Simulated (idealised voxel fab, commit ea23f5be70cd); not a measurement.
process module | voxel plated lines
cross-section cut | 180 nm wide | cells 5 nm
A cross-section is a grid of square cells, given in bands from the top down. A band is one or more rows of cells.
Each band's line starts with the height of the band's top and of its bottom, in nm. Then come its materials from left to right, each with its width in nm. One material with "throughout" fills the band from edge to edge. "air" is empty space.
Height 0 is the level under which the wafer as received is all one material. The lowest band goes on downwards, as in "0 down".
A width such as "30 to 40" changes by the same amount from each row of cells to the next, from the band's top row to its bottom row.
"no change" after a step means that no cell of the cross-section changed.
closed voids: empty space of 8 cells or more with no open way to the top, each as width x height at its distance from the left edge, in nm
after a step's settings: what the simulator itself notes on the step
overlay nm, on a step with a mask: how far to the right of its planned place the mask lay; to the left if negative
plan
1 op RECEIVE | material Si
2 op CONFORMAL_DEP | material SiN | thk nm 5
3 op DIRECTIONAL_DEP | material TiN | thk nm 5
4 op PATTERN | tone open | mask id LINES | material resist | width nm 15 | pitch nm 40 | thk nm 30 | overlay nm 0
5 op EPI | material Ru | thk nm 10
6 op EPI | material Ru | thk nm 10
7 op STRIP | etch materials resist
8 op DIRECTIONAL_ETCH | etch materials TiN | depth nm 5
9 op CONFORMAL_DEP | material SiCN | thk nm 10
varied across the wafers: thk nm of step 2. The plan shows the first wafer's value. All wafers start alike
first wafer as received, after step 1
  0 down: Si throughout
  closed voids: none
each wafer at the end: cells of each material gained (+) or lost (-) since it was received, then its closed voids
thk nm 5 | +48 Ru | +152 SiCN | +36 SiN | +12 TiN | closed voids: none
thk nm 10 | +48 Ru | +152 SiCN | +72 SiN | +12 TiN | closed voids: none
thk nm 15 | +48 Ru | +152 SiCN | +108 SiN | +12 TiN | closed voids: none
thk nm 20 | +48 Ru | +152 SiCN | +144 SiN | +12 TiN | closed voids: none
thk nm 25 | +48 Ru | +152 SiCN | +180 SiN | +12 TiN | closed voids: none
